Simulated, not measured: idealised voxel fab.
The following is a process module called voxel released beams.
We display cut, a cross-section 260 nm in width whose square cells are each 5 nm.
How to read a cross-section here: the picture is a grid of square cells, written as bands going from the top down, and any band can span one or more rows of cells. Quick guide to a band line: top height, bottom height (nm) up front; then every material left to right with its width in nm. Only one material and it's marked "throughout"? Then it fills the band edge to edge. And "empty" just means empty space. Heights are measured from 0, the level below which the as-received wafer is all one material; the lowest band has no bottom and continues downward, written as in "0 down". You'd read "30->40" like this: the band's top row of cells is as wide as the first number, its bottom row is as wide as the second, and going down, every row changes width by the same amount as the row before did. "no modifications" means the step left every cell of the cross-section as it was. "Voids, sealed" means: voids of 8 cells or more that are shut off from the top with no open way through. Written width x height at distance, distance from the left edge, in nm. Heads up: the bit after the settings on a step's line is the simulator's remark on that step. "overlay nm" on a masked step: distance the mask lay right of its planned place, negative for left.
**This section lists the process steps that were planned**
- 1: RECEIVE (material Si)
- 2: CONFORMAL_DEP (material Al2O3; thk nm 5)
- 3: DIRECTIONAL_DEP (material SiO2; thk nm 10)
- 4: MASKED_ETCH (tone open; mask id ANCHOR; width nm 45; etch materials SiO2; depth nm 10; overlay nm 0)
- 5: CONFORMAL_DEP (material polySi; thk nm 15)
- 6: PATTERN (tone cover; mask id BEAM; material resist; width nm 130; thk nm 20; overlay nm 0)
- 7: DIRECTIONAL_ETCH (etch materials polySi; depth nm 15)
- 8: STRIP (etch materials resist)
- 9: STRIP (etch materials SiO2)
**As-received state of the wafer in cross-section, equivalent to post-step 1**
	0 down: Si throughout
	Voids, sealed: none
**Run as planned - first of the two wafers cross-sectioned at the end of the module**
	30 to 20: empty=60 | polySi=20 | empty=15 | polySi=95 | empty=70
	20 to 15: empty=60 | polySi=130 | empty=70
	15 to 5: empty=65 | polySi=45 | empty=150
	5 to 0: Al2O3 throughout
	0 down: Si throughout
	Voids, sealed: none
**So this is wafer number two of the two, cut at the end of the module - it started where the first did and had the same plan, we just got one thing wrong running it**
	45 to 30: empty=60 | polySi=130 | empty=70
	30 to 15: polySi throughout
	15 to 5: SiO2=65 | polySi=45 | SiO2=150
	5 to 0: Al2O3 throughout
	0 down: Si throughout
	Voids, sealed: none
Where did the run depart from the plan? step 5 of the plan was twice carried out
Wrapping up, a cell-based count of both wafers puts the second over or under the first for these materials: 86 more of SiO2; 162 more of polySi
